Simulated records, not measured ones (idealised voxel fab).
process module | voxel self aligned vias
cross-section cut | 210 nm wide | cells 5 nm
A cross-section is a grid of square cells, given in bands from the top down. A band is one or more rows of cells.
Each band's line starts with the height of the band's top and of its bottom, in nm. Then come its materials from left to right, each with its width in nm. One material with "throughout" fills the band from edge to edge. "air" is empty space.
Height 0 is the level under which the wafer as received is all one material. The lowest band goes on downwards, as in "0 down".
A width such as "30 to 40" changes by the same amount from each row of cells to the next, from the band's top row to its bottom row.
"no change" after a step means that no cell of the cross-section changed.
closed voids: empty space of 8 cells or more with no open way to the top, each as width x height at its distance from the left edge, in nm
after a step's settings: what the simulator itself notes on the step
overlay nm, on a step with a mask: how far to the right of its planned place the mask lay; to the left if negative
plan
1 op RECEIVE | material Si
2 op CONFORMAL_DEP | material SiO2 | thk nm 10
3 op CONFORMAL_DEP | material SiCN | thk nm 5
4 op DIRECTIONAL_DEP | material lowk | thk nm 30
5 op PATTERN | tone open | mask id LINES | material resist | width nm 20 | pitch nm 55 | thk nm 15 | overlay nm 0
6 op DIRECTIONAL_ETCH | etch materials lowk | depth nm 30
7 op STRIP | etch materials resist
8 op CONFORMAL_DEP | material TiN | thk nm 5
9 op FILL_DEP | material W | thk nm 10
10 op CMP | height nm 45
11 op SELECTIVE_ETCH | etch materials W Ru TiN | depth nm 10
12 op FILL_DEP | material SiN | thk nm 5
13 op CMP | height nm 45
14 op DIRECTIONAL_DEP | material lowk | thk nm 20
15 op MASKED_ETCH | tone open | mask id VIAS | width nm 40 | etch materials lowk | depth nm 20 | overlay nm 0
16 op MASKED_ETCH | tone open | mask id VIAS | width nm 40 | etch materials SiN | depth nm 10 | overlay nm 0
17 op CONFORMAL_DEP | material TiN | thk nm 5
18 op FILL_DEP | material W | thk nm 10
19 op CMP | height nm 65
20 op CONFORMAL_DEP | material SiCN | thk nm 5
as received, after step 1
  0 down: Si throughout
  closed voids: none
first wafer at the end, as planned
  70 to 65: SiCN throughout
  65 to 50: lowk 55 | TiN 5 | W 30 | TiN 5 | lowk 115
  50 to 45: lowk 55 | TiN 15 | W 10 | TiN 15 | lowk 115
  45 to 40: lowk 65 | TiN 5 | W 10 | TiN 5 | lowk 35 | SiN 20 | lowk 70
  40 to 35: lowk 65 | TiN 20 | lowk 35 | SiN 20 | lowk 70
  35 to 20: lowk 65 | TiN 5 | W 10 | TiN 5 | lowk 35 | TiN 5 | W 10 | TiN 5 | lowk 70
  20 to 15: lowk 65 | TiN 20 | lowk 35 | TiN 20 | lowk 70
  15 to 10: SiCN throughout
  10 to 0: SiO2 throughout
  0 down: Si throughout
  closed voids: none
second wafer at the end: like start, like plan, one mistake
  70 to 65: SiCN throughout
  65 to 50: lowk 55 | TiN 5 | W 30 | TiN 5 | lowk 115
  50 to 45: lowk 55 | TiN 10 | W 20 | TiN 10 | lowk 115
  45 to 40: lowk 60 | TiN 5 | W 20 | TiN 5 | lowk 25 | SiN 30 | lowk 65
  40 to 35: lowk 60 | TiN 30 | lowk 25 | SiN 30 | lowk 65
  35 to 20: lowk 60 | TiN 5 | W 20 | TiN 5 | lowk 25 | TiN 5 | W 20 | TiN 5 | lowk 65
  20 to 15: lowk 60 | TiN 30 | lowk 25 | TiN 30 | lowk 65
  15 to 10: SiCN throughout
  10 to 0: SiO2 throughout
  0 down: Si throughout
  closed voids: none
what went wrong: step 5 ran as: op PATTERN | tone open | mask id LINES | material resist | width nm 30 | pitch nm 55 | thk nm 15 | overlay nm 0
at the end the second wafer has, in cells: 4 more of SiN | 4 more of TiN | 16 more of W | 24 fewer of lowk
